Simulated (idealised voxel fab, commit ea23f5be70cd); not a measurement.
Process module, titled voxel capacitor over wiring
The cross-section shown here is cut; it is 170 nm wide and divided into square cells measuring 5 nm on a side.
Square cells in a grid make up a cross-section in this document, and the grid is given as bands, listed from the top down, each one or more rows of cells. Heads up on the band format: heights come first, top then bottom, in nm. After that it's the materials left to right, each with its width in nm. A single material flagged "all across" fills the whole band edge to edge, and "blank" means there's empty space there. Height datum 0, below which the as-received substrate wafer is one material. Lowest band open at the bottom, running downward: "z 0 and below". Width: "30..40" (first number = top row, second number = bottom row, same change from row to row of cells). No cell of the cross-section changed in a step that is given as "everything unchanged". You'll see "closed voids" listing empty spaces that have no way open to the top, as long as they're 8 cells or more; the notation is width x height at distance, where the distance is from the left edge, and all of it is in nm. Post-settings text on a step line: simulator's own remark regarding the step. The line of a step may include "overlay nm". On a step with a mask, this value is how far to the right of its planned place the mask lay. A negative value means the mask lay to the left.

Set out below are the planned steps of the process:
- 1: RECEIVE,material Si
- 2: CONFORMAL_DEP,material SiO2,thk nm 10
- 3: DIRECTIONAL_DEP,material TiN,thk nm 5
- 4: DIRECTIONAL_DEP,material Ru,thk nm 15
- 5: MASKED_ETCH,tone cover,mask id METAL_1,width nm 20,pitch nm 80,etch materials Ru,depth nm 15,overlay nm 0
- 6: MASKED_ETCH,tone cover,mask id METAL_1,width nm 20,pitch nm 80,etch materials TiN,depth nm 5,overlay nm 0
- 7: FILL_DEP,material SiO2,thk nm 5
- 8: CMP,height nm 30
- 9: CONFORMAL_DEP,material SiCN,thk nm 5
- 10: DIRECTIONAL_DEP,material SiO2,thk nm 10
- 11: DIRECTIONAL_DEP,material aC,thk nm 10
- 12: PATTERN,tone open,mask id PLUG_1,material resist,width nm 15,thk nm 25,overlay nm 0
- 13: DIRECTIONAL_ETCH,etch materials aC,depth nm 10
- 14: STRIP,etch materials resist
- 15: DIRECTIONAL_ETCH,etch materials SiO2,depth nm 10
- 16: DIRECTIONAL_ETCH,etch materials SiCN,depth nm 5
- 17: STRIP,etch materials aC
- 18: CONFORMAL_DEP,material TiN,thk nm 5
- 19: FILL_DEP,material Cu,thk nm 5
- 20: CMP,height nm 45
- 21: DIRECTIONAL_DEP,material TiN,thk nm 10
- 22: DIRECTIONAL_DEP,material Al2O3,thk nm 5
- 23: DIRECTIONAL_DEP,material TiN,thk nm 10
- 24: MASKED_ETCH,tone cover,mask id UPPER_PLATE,width nm 65,etch materials TiN,depth nm 10,overlay nm 0
- 25: MASKED_ETCH,tone cover,mask id UPPER_PLATE,width nm 65,etch materials Al2O3,depth nm 5,overlay nm 0
- 26: PATTERN,tone cover,mask id LOWER_PLATE,material resist,width nm 75,thk nm 20,overlay nm 0
- 27: DIRECTIONAL_ETCH,etch materials TiN,depth nm 10
- 28: STRIP,etch materials resist
- 29: FILL_DEP,material SiO2,thk nm 15
- 30: CMP,height nm 80
- 31: PATTERN,tone open,mask id PLUG_2,material resist,width nm 15,thk nm 20,overlay nm 0
- 32: DIRECTIONAL_ETCH,etch materials SiO2,depth nm 10
- 33: STRIP,etch materials resist
- 34: CONFORMAL_DEP,material TiN,thk nm 5
- 35: FILL_DEP,material Ru,thk nm 10
- 36: CMP,height nm 80
- 37: CONFORMAL_DEP,material SiN,thk nm 5

What follows covers the first of two wafers; it ran as planned:

Delivered wafer in cross-section: state after step 1:
z 0 and below = Si all across
closed voids: none

The wafer, seen in cross-section, after step 2:
z 10 to 0 = SiO2 all across
Below a height of 0, the structure has not been altered.

The wafer, seen in cross-section, after step 3:
z 15 to 10 = TiN all across
Below a height of 10, the structure has not been altered.

The wafer, seen in cross-section, after step 4:
z 30 to 15 = Ru all across
Below a height of 15, the structure has not been altered.

The wafer, seen in cross-section, after step 5:
z 30 to 15 = blank: 35  Ru: 20  blank: 60  Ru: 20  blank: 35
Below a height of 15, the structure has not been altered.

The wafer, seen in cross-section, after step 6:
z 30 to 15 = blank: 35  Ru: 20  blank: 60  Ru: 20  blank: 35
z 15 to 10 = blank: 35  TiN: 20  blank: 60  TiN: 20  blank: 35
Below a height of 10, the structure has not been altered.

The wafer, seen in cross-section, after step 7:
z 35 to 30 = SiO2 all across
z 30 to 15 = SiO2: 35  Ru: 20  SiO2: 60  Ru: 20  SiO2: 35
z 15 to 10 = SiO2: 35  TiN: 20  SiO2: 60  TiN: 20  SiO2: 35
Below a height of 10, the structure has not been altered.

The wafer, seen in cross-section, after step 8:
z 30 to 15 = SiO2: 35  Ru: 20  SiO2: 60  Ru: 20  SiO2: 35
Below a height of 15, the structure has not been altered.

The wafer, seen in cross-section, after step 9:
z 35 to 30 = SiCN all across
Below a height of 30, the structure has not been altered.

The wafer, seen in cross-section, after step 10:
z 45 to 35 = SiO2 all across
Below a height of 35, the structure has not been altered.

The wafer, seen in cross-section, after step 11:
z 55 to 45 = aC all across
Below a height of 45, the structure has not been altered.

The wafer, seen in cross-section, after step 12:
z 80 to 55 = resist: 40  blank: 15  resist: 115
Below a height of 55, the structure has not been altered.

The wafer, seen in cross-section, after step 13:
z 70 to 55 = resist: 40  blank: 15  resist: 115
z 55 to 45 = aC: 40  blank: 15  aC: 115
Below a height of 45, the structure has not been altered.

The wafer, seen in cross-section, after step 14:
z 55 to 45 = aC: 40  blank: 15  aC: 115
Below a height of 45, the structure has not been altered.

The wafer, seen in cross-section, after step 15:
z 55 to 45 = aC: 40  blank: 15  aC: 115
z 45 to 35 = SiO2: 40  blank: 15  SiO2: 115
Below a height of 35, the structure has not been altered.

The wafer, seen in cross-section, after step 16:
z 55 to 45 = aC: 40  blank: 15  aC: 115
z 45 to 35 = SiO2: 40  blank: 15  SiO2: 115
z 35 to 30 = SiCN: 40  blank: 15  SiCN: 115
Below a height of 30, the structure has not been altered.

The wafer, seen in cross-section, after step 17:
z 45 to 35 = SiO2: 40  blank: 15  SiO2: 115
Below a height of 35, the structure has not been altered.

The wafer, seen in cross-section, after step 18:
z 50 to 45 = TiN: 45  blank: 5  TiN: 120
z 45 to 35 = SiO2: 40  TiN: 5  blank: 5  TiN: 5  SiO2: 115
z 35 to 30 = SiCN: 40  TiN: 15  SiCN: 115
Below a height of 30, the structure has not been altered.

The wafer, seen in cross-section, after step 19:
z 55 to 50 = Cu all across
z 50 to 45 = TiN: 45  Cu: 5  TiN: 120
z 45 to 35 = SiO2: 40  TiN: 5  Cu: 5  TiN: 5  SiO2: 115
Below a height of 35, the structure has not been altered.

The wafer, seen in cross-section, after step 20:
z 45 to 35 = SiO2: 40  TiN: 5  Cu: 5  TiN: 5  SiO2: 115
Below a height of 35, the structure has not been altered.

The wafer, seen in cross-section, after step 21:
z 55 to 45 = TiN all across
Below a height of 45, the structure has not been altered.

The wafer, seen in cross-section, after step 22:
z 60 to 55 = Al2O3 all across
Below a height of 55, the structure has not been altered.

The wafer, seen in cross-section, after step 23:
z 70 to 60 = TiN all across
Below a height of 60, the structure has not been altered.

The wafer, seen in cross-section, after step 24:
z 70 to 60 = blank: 40  TiN: 65  blank: 65
Below a height of 60, the structure has not been altered.

The wafer, seen in cross-section, after step 25:
z 70 to 60 = blank: 40  TiN: 65  blank: 65
z 60 to 55 = blank: 40  Al2O3: 65  blank: 65
Below a height of 55, the structure has not been altered.

The wafer, seen in cross-section, after step 26:
z 90 to 70 = blank: 35  resist: 75  blank: 60
z 70 to 60 = blank: 35  resist: 5  TiN: 65  resist: 5  blank: 60
z 60 to 55 = blank: 35  resist: 5  Al2O3: 65  resist: 5  blank: 60
Below a height of 55, the structure has not been altered.

The wafer, seen in cross-section, after step 27:
z 90 to 70 = blank: 35  resist: 75  blank: 60
z 70 to 60 = blank: 35  resist: 5  TiN: 65  resist: 5  blank: 60
z 60 to 55 = blank: 35  resist: 5  Al2O3: 65  resist: 5  blank: 60
z 55 to 45 = blank: 35  TiN: 75  blank: 60
Below a height of 45, the structure has not been altered.

The wafer, seen in cross-section, after step 28:
z 70 to 60 = blank: 40  TiN: 65  blank: 65
z 60 to 55 = blank: 40  Al2O3: 65  blank: 65
Below a height of 55, the structure has not been altered.

The wafer, seen in cross-section, after step 29:
z 85 to 70 = SiO2 all across
z 70 to 60 = SiO2: 40  TiN: 65  SiO2: 65
z 60 to 55 = SiO2: 40  Al2O3: 65  SiO2: 65
z 55 to 45 = SiO2: 35  TiN: 75  SiO2: 60
Below a height of 45, the structure has not been altered.

The wafer, seen in cross-section, after step 30:
z 80 to 70 = SiO2 all across
Below a height of 70, the structure has not been altered.

The wafer, seen in cross-section, after step 31:
z 100 to 80 = resist: 50  blank: 15  resist: 105
Below a height of 80, the structure has not been altered.

The wafer, seen in cross-section, after step 32:
z 100 to 80 = resist: 50  blank: 15  resist: 105
z 80 to 70 = SiO2: 50  blank: 15  SiO2: 105
Below a height of 70, the structure has not been altered.

The wafer, seen in cross-section, after step 33:
z 80 to 70 = SiO2: 50  blank: 15  SiO2: 105
Below a height of 70, the structure has not been altered.

The wafer, seen in cross-section, after step 34:
z 85 to 80 = TiN: 55  blank: 5  TiN: 110
z 80 to 75 = SiO2: 50  TiN: 5  blank: 5  TiN: 5  SiO2: 105
z 75 to 70 = SiO2: 50  TiN: 15  SiO2: 105
Below a height of 70, the structure has not been altered.

The wafer, seen in cross-section, after step 35:
z 95 to 85 = Ru all across
z 85 to 80 = TiN: 55  Ru: 5  TiN: 110
z 80 to 75 = SiO2: 50  TiN: 5  Ru: 5  TiN: 5  SiO2: 105
Below a height of 75, the structure has not been altered.

The wafer, seen in cross-section, after step 36:
z 80 to 75 = SiO2: 50  TiN: 5  Ru: 5  TiN: 5  SiO2: 105
Below a height of 75, the structure has not been altered.

The wafer, seen in cross-section, after step 37:
z 85 to 80 = SiN all across
Below a height of 80, the structure has not been altered.

Wafer two. Identical start, identical plan. One mistake in execution. Identical history through step 4:

Cross-section of the second wafer at the time step 5 of the plan should have ended:
z 30 to 15 = blank: 40  Ru: 15  blank: 65  Ru: 15  blank: 35
Below a height of 15, the structure has not been altered.

Cross-section of the second wafer at the time step 6 of the plan should have ended:
z 30 to 15 = blank: 40  Ru: 15  blank: 65  Ru: 15  blank: 35
z 15 to 10 = blank: 35  TiN: 20  blank: 60  TiN: 20  blank: 35
Below a height of 10, the structure has not been altered.

Cross-section of the second wafer at the time step 7 of the plan should have ended:
z 35 to 30 = SiO2 all across
z 30 to 15 = SiO2: 40  Ru: 15  SiO2: 65  Ru: 15  SiO2: 35
z 15 to 10 = SiO2: 35  TiN: 20  SiO2: 60  TiN: 20  SiO2: 35
Below a height of 10, the structure has not been altered.

Cross-section of the second wafer at the time step 8 of the plan should have ended:
z 30 to 15 = SiO2: 40  Ru: 15  SiO2: 65  Ru: 15  SiO2: 35
Below a height of 15, the structure has not been altered.

Cross-section of the second wafer at the time step 9 of the plan should have ended:
z 35 to 30 = SiCN all across
Below a height of 30, the structure has not been altered.

Cross-section of the second wafer at the time step 10 of the plan should have ended:
z 45 to 35 = SiO2 all across
Below a height of 35, the structure has not been altered.

Cross-section of the second wafer at the time step 11 of the plan should have ended:
z 55 to 45 = aC all across
Below a height of 45, the structure has not been altered.

Cross-section of the second wafer at the time step 12 of the plan should have ended:
z 80 to 55 = resist: 40  blank: 15  resist: 115
Below a height of 55, the structure has not been altered.

Cross-section of the second wafer at the time step 13 of the plan should have ended:
z 70 to 55 = resist: 40  blank: 15  resist: 115
z 55 to 45 = aC: 40  blank: 15  aC: 115
Below a height of 45, the structure has not been altered.

Cross-section of the second wafer at the time step 14 of the plan should have ended:
z 55 to 45 = aC: 40  blank: 15  aC: 115
Below a height of 45, the structure has not been altered.

Cross-section of the second wafer at the time step 15 of the plan should have ended:
z 55 to 45 = aC: 40  blank: 15  aC: 115
z 45 to 35 = SiO2: 40  blank: 15  SiO2: 115
Below a height of 35, the structure has not been altered.

Cross-section of the second wafer at the time step 16 of the plan should have ended:
z 55 to 45 = aC: 40  blank: 15  aC: 115
z 45 to 35 = SiO2: 40  blank: 15  SiO2: 115
z 35 to 30 = SiCN: 40  blank: 15  SiCN: 115
Below a height of 30, the structure has not been altered.

Cross-section of the second wafer at the time step 17 of the plan should have ended:
z 45 to 35 = SiO2: 40  blank: 15  SiO2: 115
Below a height of 35, the structure has not been altered.

Cross-section of the second wafer at the time step 18 of the plan should have ended:
z 50 to 45 = TiN: 45  blank: 5  TiN: 120
z 45 to 35 = SiO2: 40  TiN: 5  blank: 5  TiN: 5  SiO2: 115
z 35 to 30 = SiCN: 40  TiN: 15  SiCN: 115
Below a height of 30, the structure has not been altered.

Cross-section of the second wafer at the time step 19 of the plan should have ended:
z 55 to 50 = Cu all across
z 50 to 45 = TiN: 45  Cu: 5  TiN: 120
z 45 to 35 = SiO2: 40  TiN: 5  Cu: 5  TiN: 5  SiO2: 115
Below a height of 35, the structure has not been altered.

Cross-section of the second wafer at the time step 20 of the plan should have ended:
z 45 to 35 = SiO2: 40  TiN: 5  Cu: 5  TiN: 5  SiO2: 115
Below a height of 35, the structure has not been altered.

Cross-section of the second wafer at the time step 21 of the plan should have ended:
z 55 to 45 = TiN all across
Below a height of 45, the structure has not been altered.

Cross-section of the second wafer at the time step 22 of the plan should have ended:
z 60 to 55 = Al2O3 all across
Below a height of 55, the structure has not been altered.

Cross-section of the second wafer at the time step 23 of the plan should have ended:
z 70 to 60 = TiN all across
Below a height of 60, the structure has not been altered.

Cross-section of the second wafer at the time step 24 of the plan should have ended:
z 70 to 60 = blank: 40  TiN: 65  blank: 65
Below a height of 60, the structure has not been altered.

Cross-section of the second wafer at the time step 25 of the plan should have ended:
z 70 to 60 = blank: 40  TiN: 65  blank: 65
z 60 to 55 = blank: 40  Al2O3: 65  blank: 65
Below a height of 55, the structure has not been altered.

Cross-section of the second wafer at the time step 26 of the plan should have ended:
z 90 to 70 = blank: 35  resist: 75  blank: 60
z 70 to 60 = blank: 35  resist: 5  TiN: 65  resist: 5  blank: 60
z 60 to 55 = blank: 35  resist: 5  Al2O3: 65  resist: 5  blank: 60
Below a height of 55, the structure has not been altered.

Cross-section of the second wafer at the time step 27 of the plan should have ended:
z 90 to 70 = blank: 35  resist: 75  blank: 60
z 70 to 60 = blank: 35  resist: 5  TiN: 65  resist: 5  blank: 60
z 60 to 55 = blank: 35  resist: 5  Al2O3: 65  resist: 5  blank: 60
z 55 to 45 = blank: 35  TiN: 75  blank: 60
Below a height of 45, the structure has not been altered.

Cross-section of the second wafer at the time step 28 of the plan should have ended:
z 70 to 60 = blank: 40  TiN: 65  blank: 65
z 60 to 55 = blank: 40  Al2O3: 65  blank: 65
Below a height of 55, the structure has not been altered.

Cross-section of the second wafer at the time step 29 of the plan should have ended:
z 85 to 70 = SiO2 all across
z 70 to 60 = SiO2: 40  TiN: 65  SiO2: 65
z 60 to 55 = SiO2: 40  Al2O3: 65  SiO2: 65
z 55 to 45 = SiO2: 35  TiN: 75  SiO2: 60
Below a height of 45, the structure has not been altered.

Cross-section of the second wafer at the time step 30 of the plan should have ended:
z 80 to 70 = SiO2 all across
Below a height of 70, the structure has not been altered.

Cross-section of the second wafer at the time step 31 of the plan should have ended:
z 100 to 80 = resist: 50  blank: 15  resist: 105
Below a height of 80, the structure has not been altered.

Cross-section of the second wafer at the time step 32 of the plan should have ended:
z 100 to 80 = resist: 50  blank: 15  resist: 105
z 80 to 70 = SiO2: 50  blank: 15  SiO2: 105
Below a height of 70, the structure has not been altered.

Cross-section of the second wafer at the time step 33 of the plan should have ended:
z 80 to 70 = SiO2: 50  blank: 15  SiO2: 105
Below a height of 70, the structure has not been altered.

Cross-section of the second wafer at the time step 34 of the plan should have ended:
z 85 to 80 = TiN: 55  blank: 5  TiN: 110
z 80 to 75 = SiO2: 50  TiN: 5  blank: 5  TiN: 5  SiO2: 105
z 75 to 70 = SiO2: 50  TiN: 15  SiO2: 105
Below a height of 70, the structure has not been altered.

Cross-section of the second wafer at the time step 35 of the plan should have ended:
z 95 to 85 = Ru all across
z 85 to 80 = TiN: 55  Ru: 5  TiN: 110
z 80 to 75 = SiO2: 50  TiN: 5  Ru: 5  TiN: 5  SiO2: 105
Below a height of 75, the structure has not been altered.

Cross-section of the second wafer at the time step 36 of the plan should have ended:
z 80 to 75 = SiO2: 50  TiN: 5  Ru: 5  TiN: 5  SiO2: 105
Below a height of 75, the structure has not been altered.

Cross-section of the second wafer at the time step 37 of the plan should have ended:
z 85 to 80 = SiN all across
Below a height of 80, the structure has not been altered.
Against the plan, the run slipped here: it should be noted that step 5 was executed with settings other than those planned, the operation and settings actually applied being MASKED_ETCH,tone cover,mask id METAL_1,width nm 15,pitch nm 80,etch materials Ru,depth nm 15,overlay nm 0
Per the end-of-run cell counts, the second wafer holds more or fewer of some materials than the first: Ru -6; SiO2 +6
